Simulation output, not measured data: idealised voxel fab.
Presented below is a process module, voxel transistor to metal.
Shown is cross-section cut, with a width of 200 nm and square cells of size 5 nm.
Square cells in a grid make up a cross-section in this document, and the grid is given as bands, listed from the top down, each one or more rows of cells. Top height, bottom height, nm. Materials left to right, width each, nm. Single material + "throughout" = fills band edge to edge. "blank" = empty. Heads up on the height convention: 0 is the point under which the incoming wafer is all one material, and the lowest band has no bottom, it just keeps going down, like "0 down". Width: "30..40" (first number = top row, second number = bottom row, same change from row to row of cells). What does "stayed the same" mean for a step? It means no cell of the cross-section changed in that step. Entry "Trapped void list" = empty spaces >= 8 cells with no open way to the top; each as width x height at distance, distance from left edge, all nm. What comes after the settings on a step's line is commentary from the simulator itself on that step. overlay nm: on a step with a mask, how far right of its planned place the mask lay; negative means left.

**Process steps (planned)**
| 1 | RECEIVE with material Si |
| 2 | CONFORMAL_DEP with material SiO2, thk nm 5 |
| 3 | CONFORMAL_DEP with material SiN, thk nm 15 |
| 4 | DIRECTIONAL_DEP with material aC, thk nm 10 |
| 5 | PATTERN with tone cover, mask id ACTIVE, material resist, width nm 110, thk nm 25, overlay nm 0 |
| 6 | DIRECTIONAL_ETCH with etch materials aC, depth nm 10 |
| 7 | STRIP with etch materials resist |
| 8 | DIRECTIONAL_ETCH with etch materials SiN, depth nm 15 |
| 9 | DIRECTIONAL_ETCH with etch materials SiO2, depth nm 5 |
| 10 | DIRECTIONAL_ETCH with etch materials Si, depth nm 25 |
| 11 | STRIP with etch materials aC |
| 12 | FILL_DEP with material SiO2, thk nm 10 |
| 13 | CMP with height nm 20 |
| 14 | SELECTIVE_ETCH with etch materials SiO2, depth nm 5 |
| 15 | STRIP with etch materials SiN |
| 16 | SELECTIVE_ETCH with etch materials SiO2, depth nm 5 |
| 17 | OXIDIZE with depth nm 5 |
| 18 | DIRECTIONAL_DEP with material polySi, thk nm 20 |
| 19 | DIRECTIONAL_DEP with material SiCN, thk nm 10 |
| 20 | MASKED_ETCH with tone cover, mask id GATE, width nm 20, etch materials SiCN, depth nm 20, overlay nm 0 |
| 21 | MASKED_ETCH with tone cover, mask id GATE, width nm 20, etch materials polySi, depth nm 30, overlay nm 0 |
| 22 | CONFORMAL_DEP with material SiO2, thk nm 5 |
| 23 | DIRECTIONAL_ETCH with etch materials SiO2, depth nm 5 |
| 24 | CONFORMAL_DEP with material SiN, thk nm 5 |
| 25 | DIRECTIONAL_ETCH with etch materials SiN, depth nm 5 |
| 26 | DIRECTIONAL_ETCH with etch materials SiO2, depth nm 5 |
| 27 | DIRECTIONAL_ETCH with etch materials Si, depth nm 5 |
| 28 | EPI with material pSi, thk nm 5 |
| 29 | FILL_DEP with material SiO2, thk nm 5 |
| 30 | CMP with height nm 30 |
| 31 | DIRECTIONAL_DEP with material SiO2, thk nm 15 |
| 32 | PATTERN with tone open, mask id CONTACT, material resist, width nm 20, pitch nm 80, thk nm 20, overlay nm 0 |
| 33 | DIRECTIONAL_ETCH with etch materials SiO2, depth nm 50 |
| 34 | STRIP with etch materials resist |
| 35 | CONFORMAL_DEP with material TiN, thk nm 5 |
| 36 | FILL_DEP with material W, thk nm 10 |
| 37 | CMP with height nm 45 |
| 38 | DIRECTIONAL_DEP with material TiN, thk nm 5 |
| 39 | DIRECTIONAL_DEP with material Ru, thk nm 15 |
| 40 | MASKED_ETCH with tone cover, mask id METAL_1, width nm 20, pitch nm 80, etch materials Ru, depth nm 15, overlay nm 0 |
| 41 | MASKED_ETCH with tone cover, mask id METAL_1, width nm 20, pitch nm 80, etch materials TiN, depth nm 5, overlay nm 0 |
| 42 | FILL_DEP with material lowk, thk nm 10 |
| 43 | CMP with height nm 65 |
| 44 | CONFORMAL_DEP with material SiCN, thk nm 5 |
| 45 | DIRECTIONAL_DEP with material lowk, thk nm 35 |
| 46 | PATTERN with tone open, mask id METAL_2_HOLES, material resist, width nm 15, pitch nm 80, thk nm 20, overlay nm 0 |
| 47 | DIRECTIONAL_ETCH with etch materials lowk, depth nm 35 |
| 48 | STRIP with etch materials resist |
| 49 | PATTERN with tone open, mask id METAL_2, material resist, width nm 20, pitch nm 80, thk nm 20, overlay nm 0 |
| 50 | DIRECTIONAL_ETCH with etch materials lowk, depth nm 20 |
| 51 | DIRECTIONAL_ETCH with etch materials SiCN, depth nm 5 |
| 52 | STRIP with etch materials resist |
| 53 | CONFORMAL_DEP with material TiN, thk nm 5 |
| 54 | FILL_DEP with material Ru, thk nm 10 |
| 55 | CMP with height nm 105 |
| 56 | CONFORMAL_DEP with material SiCN, thk nm 5 |

**Received-state cross-section, reflecting completion of step 1**
0 down: Si throughout
Trapped void list: none

**first wafer at the end, as planned**
110 to 105: SiCN throughout
105 to 90: 50 of lowk / 5 of TiN / 10 of Ru / 5 of TiN / 60 of lowk / 5 of TiN / 10 of Ru / 5 of TiN / 50 of lowk
90 to 85: 50 of lowk / 5 of TiN / 5 of Ru / 10 of TiN / 60 of lowk / 5 of TiN / 5 of Ru / 10 of TiN / 50 of lowk
85 to 70: 50 of lowk / 5 of TiN / 5 of Ru / 5 of TiN / 65 of lowk / 5 of TiN / 5 of Ru / 5 of TiN / 55 of lowk
70 to 65: 50 of SiCN / 15 of TiN / 65 of SiCN / 15 of TiN / 55 of SiCN
65 to 50: 50 of lowk / 20 of Ru / 60 of lowk / 20 of Ru / 50 of lowk
50 to 45: 50 of lowk / 20 of TiN / 60 of lowk / 20 of TiN / 50 of lowk
45 to 30: 50 of SiO2 / 5 of TiN / 10 of W / 5 of TiN / 60 of SiO2 / 5 of TiN / 10 of W / 5 of TiN / 50 of SiO2
30 to 20: 50 of SiO2 / 5 of TiN / 10 of W / 5 of TiN / 10 of SiO2 / 5 of SiN / 5 of SiO2 / 20 of SiCN / 5 of SiO2 / 5 of SiN / 10 of SiO2 / 5 of TiN / 10 of W / 5 of TiN / 50 of SiO2
20 to 10: 50 of SiO2 / 5 of TiN / 10 of W / 5 of TiN / 10 of SiO2 / 5 of SiN / 5 of SiO2 / 20 of polySi / 5 of SiO2 / 5 of SiN / 10 of SiO2 / 5 of TiN / 10 of W / 5 of TiN / 50 of SiO2
10 to 0: 45 of SiO2 / 5 of SiN / 5..10 of TiN / 10..5 of W / 5 of TiN / 10 of SiO2 / 5 of SiN / 5 of SiO2 / 20 of polySi / 5 of SiO2 / 5 of SiN / 10 of SiO2 / 5 of TiN / 10..5 of W / 5..10 of TiN / 5 of SiN / 45 of SiO2
0 to -5: 50 of SiO2 / 5 of pSi / 15 of TiN / 5 of SiO2 / 5 of pSi / 40 of SiO2 / 5 of pSi / 5 of SiO2 / 15 of TiN / 5 of pSi / 50 of SiO2
-5 to -10: 45 of SiO2 / 5 of Si / 30 of pSi / 40 of Si / 30 of pSi / 5 of Si / 45 of SiO2
-10 to -25: 45 of SiO2 / 110 of Si / 45 of SiO2
-25 down: Si throughout
Trapped void list: none

**Wafer two cross-section, module end. Start and plan unchanged from wafer one; one mistake made during the run**
110 to 105: SiCN throughout
105 to 90: 50 of lowk / 5 of TiN / 10 of Ru / 5 of TiN / 60 of lowk / 5 of TiN / 10 of Ru / 5 of TiN / 50 of lowk
90 to 85: 50 of lowk / 5 of TiN / 5 of Ru / 10 of TiN / 60 of lowk / 5 of TiN / 5 of Ru / 10 of TiN / 50 of lowk
85 to 70: 50 of lowk / 5 of TiN / 5 of Ru / 5 of TiN / 65 of lowk / 5 of TiN / 5 of Ru / 5 of TiN / 55 of lowk
70 to 65: 50 of SiCN / 15 of TiN / 65 of SiCN / 15 of TiN / 55 of SiCN
65 to 50: 50 of lowk / 20 of Ru / 60 of lowk / 20 of Ru / 50 of lowk
50 to 45: 50 of lowk / 20 of TiN / 60 of lowk / 20 of TiN / 50 of lowk
45 to 30: 50 of SiO2 / 5 of TiN / 15 of W / 5 of TiN / 55 of SiO2 / 5 of TiN / 15 of W / 5 of TiN / 45 of SiO2
30 to 20: 50 of SiO2 / 5 of TiN / 15 of W / 5 of TiN / 5 of SiO2 / 5 of SiN / 5 of SiO2 / 20 of SiCN / 5 of SiO2 / 5 of SiN / 10 of SiO2 / 5 of TiN / 15 of W / 5 of TiN / 45 of SiO2
20 to 10: 50 of SiO2 / 5 of TiN / 15 of W / 5 of TiN / 5 of SiO2 / 5 of SiN / 5 of SiO2 / 20 of polySi / 5 of SiO2 / 5 of SiN / 10 of SiO2 / 5 of TiN / 15..10 of W / 5..10 of TiN / 45 of SiO2
10 to 0: 45 of SiO2 / 5 of SiN / 5..10 of TiN / 15..10 of W / 5 of TiN / 5 of SiO2 / 5 of SiN / 5 of SiO2 / 20 of polySi / 5 of SiO2 / 5 of SiN / 10 of SiO2 / 5 of TiN / 10..5 of W / 5..10 of TiN / 5 of SiN / 45 of SiO2
0 to -5: 50 of SiO2 / 5 of pSi / 20 of TiN / 5 of pSi / 40 of SiO2 / 5 of pSi / 5 of SiO2 / 15 of TiN / 5 of pSi / 50 of SiO2
-5 to -10: 45 of SiO2 / 5 of Si / 30 of pSi / 40 of Si / 30 of pSi / 5 of Si / 45 of SiO2
-10 to -25: 45 of SiO2 / 110 of Si / 45 of SiO2
-25 down: Si throughout
Trapped void list: none
Where did the run depart from the plan? so step 32 ended up running with a different setting than we planned, it ran as PATTERN with tone open, mask id CONTACT, material resist, width nm 25, pitch nm 80, thk nm 20, overlay nm 0
Final difference in cells, second wafer against first, listed per material as more or fewer: -17 SiO2 | +2 TiN | +15 W
